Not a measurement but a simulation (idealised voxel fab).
process module | voxel wiring stack
Cross-section cut spans 160 nm and uses square cells 5 nm in size.
In what follows, cross-sections appear as grids of square cells, described through bands that run from the top down, where every band is one or more rows of cells. The band entry comprises the height of the band's top followed by the height of its bottom, expressed in nm, and subsequently the band's materials from left to right, each stated together with its width in nm. Where a single material is marked with the word "edge to edge", that material fills the band from edge to edge. The word "air" represents empty space. Height 0 is the level under which the wafer as received is all one material. The lowest band goes on downwards, as in "0 nm and below". Width: "30->40" (first number = top row, second number = bottom row, same change from row to row of cells). Take "no alteration" at face value: in the step it is given for, the cross-section changed in none of its cells. Entry "Enclosed internal voids". Content: empty spaces with no open connection to the top, size 8 cells or greater. Each: width x height at distance. Distance: from left edge. Unit: nm. What comes after the settings on a step's line is commentary from the simulator itself on that step. On any step carrying a mask, the "overlay nm" setting, if present on the step's line, tells how far right of its planned place the mask lay; negative values point to the left.
**Listed below are the process steps as planned**
- 1: RECEIVE | material Si
- 2: CONFORMAL_DEP | material SiO2 | thk nm 15
- 3: CONFORMAL_DEP | material SiCN | thk nm 5
- 4: DIRECTIONAL_DEP | material lowk | thk nm 20
- 5: DIRECTIONAL_DEP | material aC | thk nm 15
- 6: PATTERN | tone open | mask id METAL_1 | material resist | width nm 25 | pitch nm 45 | thk nm 30 | overlay nm 0
- 7: DIRECTIONAL_ETCH | etch materials aC | depth nm 15
- 8: STRIP | etch materials resist
- 9: DIRECTIONAL_ETCH | etch materials lowk | depth nm 20
- 10: DIRECTIONAL_ETCH | etch materials SiCN | depth nm 5
- 11: STRIP | etch materials aC
- 12: CONFORMAL_DEP | material TiN | thk nm 5
- 13: FILL_DEP | material Cu | thk nm 5
- 14: CMP | height nm 40
- 15: CONFORMAL_DEP | material SiCN | thk nm 5
- 16: DIRECTIONAL_DEP | material lowk | thk nm 15
- 17: MASKED_ETCH | tone open | mask id PLUG_1 | width nm 15 | pitch nm 45 | etch materials lowk | depth nm 15 | overlay nm 0
- 18: MASKED_ETCH | tone open | mask id PLUG_1 | width nm 15 | pitch nm 45 | etch materials SiCN | depth nm 5 | overlay nm 0
- 19: EPI | material Ru | thk nm 10
- 20: EPI | material Ru | thk nm 10
- 21: CONFORMAL_DEP | material SiCN | thk nm 5
- 22: DIRECTIONAL_DEP | material SiO2 | thk nm 20
- 23: PATTERN | tone open | mask id METAL_2 | material resist | width nm 25 | pitch nm 45 | thk nm 15 | overlay nm 0
- 24: DIRECTIONAL_ETCH | etch materials SiO2 | depth nm 20
- 25: DIRECTIONAL_ETCH | etch materials SiCN | depth nm 5
- 26: STRIP | etch materials resist
- 27: CONFORMAL_DEP | material TiN | thk nm 5
- 28: FILL_DEP | material W | thk nm 10
- 29: CMP | height nm 85
- 30: CONFORMAL_DEP | material SiCN | thk nm 5
- 31: DIRECTIONAL_DEP | material SiO2 | thk nm 35
- 32: PATTERN | tone open | mask id METAL_3_HOLES | material resist | width nm 15 | pitch nm 45 | thk nm 20 | overlay nm 0
- 33: DIRECTIONAL_ETCH | etch materials SiO2 | depth nm 35
- 34: STRIP | etch materials resist
- 35: DIRECTIONAL_DEP | material aC | thk nm 10
- 36: PATTERN | tone open | mask id METAL_3 | material resist | width nm 25 | pitch nm 45 | thk nm 30 | overlay nm 0
- 37: DIRECTIONAL_ETCH | etch materials aC | depth nm 10
- 38: STRIP | etch materials resist
- 39: DIRECTIONAL_ETCH | etch materials SiO2 | depth nm 20
- 40: DIRECTIONAL_ETCH | etch materials SiCN | depth nm 5
- 41: STRIP | etch materials aC
- 42: CONFORMAL_DEP | material TiN | thk nm 5
- 43: FILL_DEP | material Cu | thk nm 10
- 44: CMP | height nm 125
- 45: CONFORMAL_DEP | material SiCN | thk nm 5
- 46: DIRECTIONAL_DEP | material SiO2 | thk nm 10
- 47: PATTERN | tone open | mask id PLUG_3 | material resist | width nm 15 | pitch nm 45 | thk nm 15 | overlay nm 0
- 48: DIRECTIONAL_ETCH | etch materials SiO2 | depth nm 10
- 49: DIRECTIONAL_ETCH | etch materials SiCN | depth nm 5
- 50: STRIP | etch materials resist
- 51: EPI | material Ru | thk nm 10
- 52: EPI | material Ru | thk nm 5
- 53: DIRECTIONAL_DEP | material TiN | thk nm 5
- 54: DIRECTIONAL_DEP | material Ru | thk nm 20
- 55: PATTERN | tone cover | mask id METAL_4 | material resist | width nm 25 | pitch nm 45 | thk nm 15 | overlay nm 0
- 56: DIRECTIONAL_ETCH | etch materials Ru | depth nm 20
- 57: DIRECTIONAL_ETCH | etch materials TiN | depth nm 5
- 58: STRIP | etch materials resist
- 59: CONFORMAL_DEP | material SiN | thk nm 5
- 60: FILL_DEP | material lowk | thk nm 10
- 61: CMP | height nm 165
- 62: CONFORMAL_DEP | material SiCN | thk nm 5
**as received, after step 1**
	0 nm and below  Si edge to edge
	Enclosed internal voids: none
**Result of the module, cross-sectioned: start per above, plan per above, one error in how it was run**
	170 nm to 165 nm  SiCN edge to edge
	165 nm to 145 nm  lowk (40) / SiN (5) / Ru (25) / SiN (5) / lowk (10) / SiN (5) / Ru (25) / SiN (5) / lowk (40)
	145 nm to 140 nm  SiN (45) / TiN (25) / SiN (20) / TiN (25) / SiN (45)
	140 nm to 130 nm  SiO2 (45) / Ru (15) / SiO2 (30) / Ru (15) / SiO2 (55)
	130 nm to 125 nm  SiCN (45) / Ru (15) / SiCN (30) / Ru (15) / SiCN (55)
	125 nm to 110 nm  SiO2 (45) / TiN (5) / Cu (15) / TiN (5) / SiO2 (20) / TiN (5) / Cu (15) / TiN (5) / SiO2 (45)
	110 nm to 105 nm  SiO2 (45) / TiN (5) / Cu (5) / TiN (15) / SiO2 (20) / TiN (5) / Cu (5) / TiN (15) / SiO2 (45)
	105 nm to 90 nm  SiO2 (45) / TiN (5) / Cu (5) / TiN (5) / SiO2 (30) / TiN (5) / Cu (5) / TiN (5) / SiO2 (55)
	90 nm to 85 nm  SiCN (45) / TiN (15) / SiCN (30) / TiN (15) / SiCN (55)
	85 nm to 70 nm  SiO2 (45) / TiN (5) / W (15) / TiN (5) / SiO2 (20) / TiN (5) / W (15) / TiN (5) / SiO2 (45)
	70 nm to 65 nm  SiO2 (45) / TiN (25) / SiO2 (20) / TiN (25) / SiO2 (45)
	65 nm to 60 nm  Ru edge to edge
	60 nm to 45 nm  lowk (45) / Ru (15) / lowk (30) / Ru (15) / lowk (55)
	45 nm to 40 nm  SiCN (45) / Ru (15) / SiCN (30) / Ru (15) / SiCN (55)
	40 nm to 20 nm  lowk (45) / TiN (5) / Cu (15) / TiN (5) / lowk (20) / TiN (5) / Cu (15) / TiN (5) / lowk (45)
	20 nm to 15 nm  SiCN (45) / TiN (25) / SiCN (20) / TiN (25) / SiCN (45)
	15 nm to 0 nm  SiO2 edge to edge
	0 nm and below  Si edge to edge
	Enclosed internal voids: none
Run error: contrary to plan, step 21 was performed as CONFORMAL_DEP | material Ru | thk nm 5
